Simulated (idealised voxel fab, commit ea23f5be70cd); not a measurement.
Process module under the name voxel wiring stack
The cross-section on display is named cut; it measures 265 nm wide, and its cells are 5 nm squares.
Bands, listed from the top down, are how a cross-section gets written in this document; the cross-section itself is a grid of square cells, and a band is one or more rows of them.
Within each band entry, the heights of the top and of the bottom of the band appear first, in that order and in nm; the materials of the band then follow from left to right, each with its corresponding width in nm. The designation "full width" on a single material indicates that it fills the band from edge to edge; the designation "empty" indicates empty space.
Convention: height 0 is the level below which the wafer, as received, is all one material. The lowest band does not terminate at the bottom but continues downward, represented as "0 and below".
Per-row width for "30..40": begins at first number (top row of band), ends at second number (bottom row), increment between rows held constant.
It should be understood that the words "nothing different", when stated for a given step, signify that the cross-section underwent no change in any of its cells during that step.
Empty spaces counting at least 8 cells and having no open way to the top are listed in "Fully enclosed voids". The notation width x height at distance is used for each, the distance being from the left edge and all three values in nm.
That trailing text on a step's line, after the settings, is the simulator's own remark on the step.
A step line may carry the setting "overlay nm", which, for steps involving a mask, states the distance by which the mask lay to the right of its intended position; negative values denote displacement to the left.
**plan**
1 RECEIVE: material Si
2 CONFORMAL_DEP: material SiO2, thk nm 15
3 DIRECTIONAL_DEP: material TiN, thk nm 5
4 DIRECTIONAL_DEP: material Ru, thk nm 25
5 MASKED_ETCH: tone cover, mask id METAL_1, width nm 25, pitch nm 45, etch materials Ru, depth nm 25, overlay nm 0
6 MASKED_ETCH: tone cover, mask id METAL_1, width nm 25, pitch nm 45, etch materials TiN, depth nm 5, overlay nm 0
7 CONFORMAL_DEP: material SiN, thk nm 5
8 FILL_DEP: material SiO2, thk nm 5
9 CMP: height nm 45
10 CONFORMAL_DEP: material SiCN, thk nm 5
11 DIRECTIONAL_DEP: material lowk, thk nm 30
12 MASKED_ETCH: tone open, mask id METAL_2, width nm 25, pitch nm 45, etch materials lowk, depth nm 15, overlay nm 0
13 DIRECTIONAL_DEP: material aC, thk nm 10
14 PATTERN: tone open, mask id METAL_2_HOLES, material resist, width nm 15, pitch nm 45, thk nm 30, overlay nm 0
15 DIRECTIONAL_ETCH: etch materials aC, depth nm 10
16 STRIP: etch materials resist
17 DIRECTIONAL_ETCH: etch materials lowk, depth nm 15
18 DIRECTIONAL_ETCH: etch materials SiCN, depth nm 5
19 STRIP: etch materials aC
20 CONFORMAL_DEP: material TiN, thk nm 5
21 FILL_DEP: material Cu, thk nm 5
22 CMP: height nm 80
23 CONFORMAL_DEP: material SiCN, thk nm 5
24 DIRECTIONAL_DEP: material SiO2, thk nm 25
25 MASKED_ETCH: tone open, mask id METAL_3_HOLES, width nm 15, pitch nm 45, etch materials SiO2, depth nm 25, overlay nm 0
26 DIRECTIONAL_DEP: material aC, thk nm 15
27 PATTERN: tone open, mask id METAL_3, material resist, width nm 25, pitch nm 45, thk nm 35, overlay nm 0
28 DIRECTIONAL_ETCH: etch materials aC, depth nm 15
29 STRIP: etch materials resist
30 DIRECTIONAL_ETCH: etch materials SiO2, depth nm 15
31 DIRECTIONAL_ETCH: etch materials SiCN, depth nm 5
32 STRIP: etch materials aC
33 CONFORMAL_DEP: material TiN, thk nm 5
34 FILL_DEP: material Cu, thk nm 5
35 CMP: height nm 110
36 CONFORMAL_DEP: material SiCN, thk nm 5
37 DIRECTIONAL_DEP: material lowk, thk nm 30
38 MASKED_ETCH: tone open, mask id METAL_4, width nm 25, pitch nm 45, etch materials lowk, depth nm 20, overlay nm 0
39 PATTERN: tone open, mask id METAL_4_HOLES, material resist, width nm 15, pitch nm 45, thk nm 15, overlay nm 0
40 DIRECTIONAL_ETCH: etch materials lowk, depth nm 10
41 DIRECTIONAL_ETCH: etch materials SiCN, depth nm 5
42 STRIP: etch materials resist
43 CONFORMAL_DEP: material TiN, thk nm 5
44 FILL_DEP: material Cu, thk nm 10
45 CMP: height nm 145
46 CONFORMAL_DEP: material SiN, thk nm 5
**Shown in cross-section is the wafer as received, that is, as it stands after step 1**
- 0 and below = Si full width
- Fully enclosed voids: none
**Here's the cross-section of the first of our two wafers at the end of the module - it ran as planned**
- 150 down to 145 = SiN full width
- 145 down to 130 = lowk 75, then TiN 5, then Cu 15, then TiN 5, then lowk 20, then TiN 5, then Cu 15, then TiN 5, then lowk 20, then TiN 5, then Cu 15, then TiN 5, then lowk 75
- 130 down to 125 = lowk 75, then TiN 5, then Cu 5, then TiN 15, then lowk 20, then TiN 5, then Cu 5, then TiN 15, then lowk 20, then TiN 5, then Cu 5, then TiN 15, then lowk 75
- 125 down to 115 = lowk 75, then TiN 5, then Cu 5, then TiN 5, then lowk 30, then TiN 5, then Cu 5, then TiN 5, then lowk 30, then TiN 5, then Cu 5, then TiN 5, then lowk 85
- 115 down to 110 = SiCN 75, then TiN 15, then SiCN 30, then TiN 15, then SiCN 30, then TiN 15, then SiCN 85
- 110 down to 100 = SiO2 75, then TiN 5, then Cu 15, then TiN 5, then SiO2 20, then TiN 5, then Cu 15, then TiN 5, then SiO2 20, then TiN 5, then Cu 15, then TiN 5, then SiO2 75
- 100 down to 95 = SiO2 75, then TiN 5, then Cu 5, then TiN 15, then SiO2 20, then TiN 5, then Cu 5, then TiN 15, then SiO2 20, then TiN 5, then Cu 5, then TiN 15, then SiO2 75
- 95 down to 85 = SiO2 75, then TiN 5, then Cu 5, then TiN 5, then SiO2 30, then TiN 5, then Cu 5, then TiN 5, then SiO2 30, then TiN 5, then Cu 5, then TiN 5, then SiO2 85
- 85 down to 80 = SiCN 75, then TiN 15, then SiCN 30, then TiN 15, then SiCN 30, then TiN 15, then SiCN 85
- 80 down to 70 = lowk 75, then TiN 5, then Cu 15, then TiN 5, then lowk 20, then TiN 5, then Cu 15, then TiN 5, then lowk 20, then TiN 5, then Cu 15, then TiN 5, then lowk 75
- 70 down to 65 = lowk 75, then TiN 5, then Cu 5, then TiN 15, then lowk 20, then TiN 5, then Cu 5, then TiN 15, then lowk 20, then TiN 5, then Cu 5, then TiN 15, then lowk 75
- 65 down to 50 = lowk 75, then TiN 5, then Cu 5, then TiN 5, then lowk 30, then TiN 5, then Cu 5, then TiN 5, then lowk 30, then TiN 5, then Cu 5, then TiN 5, then lowk 85
- 50 down to 45 = SiCN 75, then TiN 15, then SiCN 30, then TiN 15, then SiCN 30, then TiN 15, then SiCN 85
- 45 down to 20 = SiO2 70, then SiN 5, then Ru 25, then SiN 5, then SiO2 10, then SiN 5, then Ru 25, then SiN 5, then SiO2 10, then SiN 5, then Ru 25, then SiN 5, then SiO2 70
- 20 down to 15 = SiN 75, then TiN 25, then SiN 20, then TiN 25, then SiN 20, then TiN 25, then SiN 75
- 15 down to 0 = SiO2 full width
- 0 and below = Si full width
- Fully enclosed voids: none
**Presented here is a cross-section of the second of the two wafers as it stood at the end of the module. It was started in the same manner and assigned the same plan as the first wafer; however, one mistake was made in its execution**
- 150 down to 145 = SiN full width
- 145 down to 130 = lowk 75, then TiN 5, then Cu 15, then TiN 5, then lowk 20, then TiN 5, then Cu 15, then TiN 5, then lowk 20, then TiN 5, then Cu 15, then TiN 5, then lowk 75
- 130 down to 125 = lowk 75, then TiN 5, then Cu 5, then TiN 15, then lowk 20, then TiN 5, then Cu 5, then TiN 15, then lowk 20, then TiN 5, then Cu 5, then TiN 15, then lowk 75
- 125 down to 115 = lowk 75, then TiN 5, then Cu 5, then TiN 5, then lowk 30, then TiN 5, then Cu 5, then TiN 5, then lowk 30, then TiN 5, then Cu 5, then TiN 5, then lowk 85
- 115 down to 110 = SiCN 75, then TiN 15, then SiCN 30, then TiN 15, then SiCN 30, then TiN 15, then SiCN 85
- 110 down to 100 = SiO2 75, then TiN 5, then Cu 15, then TiN 5, then SiO2 20, then TiN 5, then Cu 15, then TiN 5, then SiO2 20, then TiN 5, then Cu 15, then TiN 5, then SiO2 75
- 100 down to 95 = SiO2 75, then TiN 5, then Cu 5, then TiN 15, then SiO2 20, then TiN 5, then Cu 5, then TiN 15, then SiO2 20, then TiN 5, then Cu 5, then TiN 15, then SiO2 75
- 95 down to 85 = SiO2 75, then TiN 5, then Cu 5, then TiN 5, then SiO2 30, then TiN 5, then Cu 5, then TiN 5, then SiO2 30, then TiN 5, then Cu 5, then TiN 5, then SiO2 85
- 85 down to 80 = SiCN 75, then TiN 15, then SiCN 30, then TiN 15, then SiCN 30, then TiN 15, then SiCN 85
- 80 down to 50 = lowk full width
- 50 down to 45 = SiCN full width
- 45 down to 20 = SiO2 70, then SiN 5, then Ru 25, then SiN 5, then SiO2 10, then SiN 5, then Ru 25, then SiN 5, then SiO2 10, then SiN 5, then Ru 25, then SiN 5, then SiO2 70
- 20 down to 15 = SiN 75, then TiN 25, then SiN 20, then TiN 25, then SiN 20, then TiN 25, then SiN 75
- 15 down to 0 = SiO2 full width
- 0 and below = Si full width
- Fully enclosed voids: none
Short version of what went wrong: step 11 of the plan saw execution twice
Upon completion, the second wafer contains, in terms of cells, a greater or smaller amount of certain materials than the first wafer: -30 Cu, +9 SiCN, -51 TiN, +72 lowk
